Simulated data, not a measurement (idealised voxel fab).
The name of this process module is voxel fin reveal.
For reference, the cross-section in this document is cut, with width 165 nm and square cells of 5 nm.
Cross-sections here: square-cell grids, written as top-down lists of bands, a band being one or more rows of cells. Quick guide to a band line: top height, bottom height (nm) up front; then every material left to right with its width in nm. Only one material and it's marked "full width"? Then it fills the band edge to edge. And "air" just means empty space. It should be noted that heights are counted from 0, beneath which the wafer as supplied is of one material throughout, and that the lowest band possesses no lower boundary but continues downward, as written in "from 0 down". Width: "30..40" (first number = top row, second number = bottom row, same change from row to row of cells). Given "no alterations made" for a step, no cell of the cross-section differs between before and after that step. "Closed voids list" - sealed voids, min. 8 cells, no opening to top; format: width x height at distance (distance from left edge; nm throughout). If you see something after the settings on a step's line, that's the simulator's own remark about that step. The setting "overlay nm" may be written on the line of a step. When the step uses a mask, the value reports how far to the right of the planned place the mask lay, and a negative value reports that it lay to the left.

Process steps - plan
1. op RECEIVE | material Si
2. op CONFORMAL_DEP | material SiN | thk nm 5
3. op MASKED_ETCH | tone cover | mask id FINS | width nm 15 | pitch nm 40 | etch materials SiN | depth nm 5 | overlay nm 0
4. op MASKED_ETCH | tone cover | mask id FINS | width nm 15 | pitch nm 40 | etch materials Si | depth nm 40 | overlay nm 0
5. op OXIDIZE | depth nm 5
6. op FILL_DEP | material SiO2 | thk nm 10
7. op CMP | height nm 5
8. op SELECTIVE_ETCH | etch materials SiO2 | depth nm 25
9. op STRIP | etch materials SiN
10. op CONFORMAL_DEP | material SiO2 | thk nm 5
The value of width nm given for step 3 in the plan refers to the first wafer; the wafers vary in this setting and are alike at the start.

Cross-section of the first incoming wafer of several, state after step 1
- from 0 down: Si full width
- Closed voids list: none

First of several wafers in cross-section at module end, following the final step, step 10
- from 5 to 0: 55 air  15 SiO2  25 air  15 SiO2  55 air
- from 0 to -15: 55 air  5 SiO2  5 Si  5 SiO2  25 air  5 SiO2  5 Si  5 SiO2  55 air
- from -15 to -45: 60 SiO2  5 Si  35 SiO2  5 Si  60 SiO2
- from -45 down: Si full width
- Closed voids list: none

Cross-sectional view of the final wafer of several at the module's end
- from 5 to 0: 50 air  25 SiO2  15 air  25 SiO2  50 air
- from 0 to -15: 50 air  5 SiO2  15 Si  5 SiO2  15 air  5 SiO2  15 Si  5 SiO2  50 air
- from -15 to -45: 55 SiO2  15 Si  25 SiO2  15 Si  55 SiO2
- from -45 down: Si full width
- Closed voids list: none

End of module, by wafer: material-by-material cell gain (+) or loss (-) since receipt, then closed voids
width nm 15, -279 Si, +204 SiO2, Closed voids list: none
width nm 20, -261 Si, +194 SiO2, Closed voids list: none
width nm 25, -243 Si, +184 SiO2, Closed voids list: none
